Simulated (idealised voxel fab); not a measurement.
process module | voxel fin reveal
cross-section cut | 260 nm wide | cells 5 nm
A cross-section is a grid of square cells, given in bands from the top down. A band is one or more rows of cells.
Each band's line starts with the height of the band's top and of its bottom, in nm. Then come its materials from left to right, each with its width in nm. One material with "throughout" fills the band from edge to edge. "air" is empty space.
Height 0 is the level under which the wafer as received is all one material. The lowest band goes on downwards, as in "0 down".
A width such as "30 to 40" changes by the same amount from each row of cells to the next, from the band's top row to its bottom row.
"no change" after a step means that no cell of the cross-section changed.
closed voids: empty space of 8 cells or more with no open way to the top, each as width x height at its distance from the left edge, in nm
after a step's settings: what the simulator itself notes on the step
overlay nm, on a step with a mask: how far to the right of its planned place the mask lay; to the left if negative
plan
1 op RECEIVE | material Si
2 op CONFORMAL_DEP | material SiN | thk nm 10
3 op PATTERN | tone cover | mask id FINS | material resist | width nm 15 | pitch nm 35 | thk nm 20 | overlay nm 0
4 op DIRECTIONAL_ETCH | etch materials SiN | depth nm 10
5 op DIRECTIONAL_ETCH | etch materials Si | depth nm 30
6 op STRIP | etch materials resist
7 op OXIDIZE | depth nm 5
8 op FILL_DEP | material SiO2 | thk nm 10
9 op CMP | height nm 10
10 op SELECTIVE_ETCH | etch materials SiO2 | depth nm 25
11 op STRIP | etch materials SiN
as received, after step 1
  0 down: Si throughout
  closed voids: none
a wafer at the end: this start, this plan, one mistake
  0 to -15: air 75 | Si 5 | air 30 | Si 5 | air 30 | Si 5 | air 30 | Si 5 | air 75
  -15 to -25: SiO2 45 | air 30 | Si 5 | air 30 | Si 5 | air 30 | Si 5 | air 30 | Si 5 | air 30 | SiO2 45
  -25 to -35: SiO2 75 | Si 5 | SiO2 30 | Si 5 | SiO2 30 | Si 5 | SiO2 30 | Si 5 | SiO2 75
  -35 down: Si throughout
  closed voids: none
what went wrong: steps 10 and 11 were swapped
